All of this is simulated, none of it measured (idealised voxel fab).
process module | voxel ribs on slabs
cross-section cut | 270 nm wide | cells 5 nm
A cross-section is a grid of square cells, given in bands from the top down. A band is one or more rows of cells.
Each band's line starts with the height of the band's top and of its bottom, in nm. Then come its materials from left to right, each with its width in nm. One material with "throughout" fills the band from edge to edge. "air" is empty space.
Height 0 is the level under which the wafer as received is all one material. The lowest band goes on downwards, as in "0 down".
A width such as "30 to 40" changes by the same amount from each row of cells to the next, from the band's top row to its bottom row.
"no change" after a step means that no cell of the cross-section changed.
closed voids: empty space of 8 cells or more with no open way to the top, each as width x height at its distance from the left edge, in nm
after a step's settings: what the simulator itself notes on the step
overlay nm, on a step with a mask: how far to the right of its planned place the mask lay; to the left if negative
plan
1 op RECEIVE | material Si
2 op DIRECTIONAL_DEP | material SiO2 | thk nm 25
3 op DIRECTIONAL_DEP | material polySi | thk nm 25
4 op DIRECTIONAL_DEP | material aC | thk nm 15
5 op PATTERN | tone cover | mask id RIB | material resist | width nm 20 | thk nm 30 | overlay nm 0
6 op DIRECTIONAL_ETCH | etch materials aC | depth nm 15
7 op STRIP | etch materials resist
8 op DIRECTIONAL_ETCH | etch materials polySi | depth nm 15
9 op STRIP | etch materials aC
10 op MASKED_ETCH | tone cover | mask id SLAB | width nm 70 | etch materials polySi | depth nm 10 | overlay nm 0
11 op FILL_DEP | material SiO2 | thk nm 30
12 op CMP | height nm 70
13 op DIRECTIONAL_DEP | material TiN | thk nm 10
14 op MASKED_ETCH | tone cover | mask id HEATER | width nm 30 | etch materials TiN | depth nm 10 | overlay nm 0
15 op CONFORMAL_DEP | material SiO2 | thk nm 10
as received, after step 1
  0 down: Si throughout
  closed voids: none
a wafer at the end: this start, this plan, one mistake
  90 to 80: air 110 | SiO2 50 | air 110
  80 to 70: SiO2 120 | TiN 30 | SiO2 120
  70 to 60: SiO2 125 | polySi 20 | SiO2 125
  60 to 50: SiO2 100 | polySi 70 | SiO2 100
  50 to 25: polySi throughout
  25 to 0: SiO2 throughout
  0 down: Si throughout
  closed voids: none
what went wrong: step 3 was run twice
